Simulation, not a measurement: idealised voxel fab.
The process module that follows is named voxel tone inversion.
This is section cut - it's 200 nm across, gridded in 5 nm square cells.
Format of a cross-section: grid, square cells. Given as bands. Order: top down. Band: one or more rows of cells. Per band: top height and bottom height in nm, followed by the left-to-right materials and their widths in nm; "throughout" marks a single material spanning edge to edge, "air" marks empty space. Note: height 0 marks the level under which the wafer is uniformly one material as received. Lowest band unbounded below, written "0 down". Width: "30..40" (first number = top row, second number = bottom row, same change from row to row of cells). The designation "no change", where it is given for a processing step, indicates that no cell of the cross-section was altered in the course of that step. Under "Unvented internal voids" you'll find the enclosed gaps, the ones with no way out to the top, that are 8 cells or bigger; each reads width x height at distance, with distance counted from the left edge, everything in nm. That trailing text on a step's line, after the settings, is the simulator's own remark on the step. Each step line may optionally specify "overlay nm", which for a step with a mask gives the rightward distance between the mask's planned place and where it lay, a negative value indicating the leftward direction.
Plan
| 1 | RECEIVE | material Si |
| 2 | CONFORMAL_DEP | material SiN | thk nm 5 |
| 3 | DIRECTIONAL_DEP | material aC | thk nm 20 |
| 4 | PATTERN | tone cover | mask id POSTS | material resist | width nm 20 | pitch nm 35 | thk nm 30 | overlay nm 0 |
| 5 | DIRECTIONAL_ETCH | etch materials aC | depth nm 20 |
| 6 | STRIP | etch materials resist |
| 7 | FILL_DEP | material SiO2 | thk nm 10 |
| 8 | CMP | height nm 25 |
| 9 | STRIP | etch materials aC |
| 10 | CONFORMAL_DEP | material TiN | thk nm 5 |
| 11 | FILL_DEP | material W | thk nm 10 |
| 12 | CMP | height nm 25 |
| 13 | CONFORMAL_DEP | material SiCN | thk nm 5 |
Incoming wafer, cross-sectional view, post step 1
	0 down  Si throughout
	Unvented internal voids: none
Run as planned - first of the two wafers cross-sectioned at the end of the module
	30 to 25  SiCN throughout
	25 to 10  SiO2=55; TiN=5; W=10; TiN=5; SiO2=15; TiN=5; W=10; TiN=5; SiO2=15; TiN=5; W=10; TiN=5; SiO2=55
	10 to 5  SiO2=55; TiN=20; SiO2=15; TiN=20; SiO2=15; TiN=20; SiO2=55
	5 to 0  SiN throughout
	0 down  Si throughout
	Unvented internal voids: none
Second wafer at the end: like start, like plan, one mistake
	30 to 25  SiCN throughout
	25 to 10  W=50; TiN=5; SiO2=20; TiN=5; W=5; TiN=5; SiO2=20; TiN=5; W=5; TiN=5; SiO2=20; TiN=5; W=50
	10 to 5  TiN=55; SiO2=20; TiN=15; SiO2=20; TiN=15; SiO2=20; TiN=55
	5 to 0  SiN throughout
	0 down  Si throughout
	Unvented internal voids: none
Which mistake was made when the wafer was run? step 4 ran with different settings than intended, the actual operation and settings being PATTERN | tone open | mask id POSTS | material resist | width nm 20 | pitch nm 35 | thk nm 30 | overlay nm 0
Once processing is complete, comparing cell counts shows that the second wafer has more or fewer of certain materials than the first: SiO2: 64 fewer, TiN: 16 more, W: 48 more
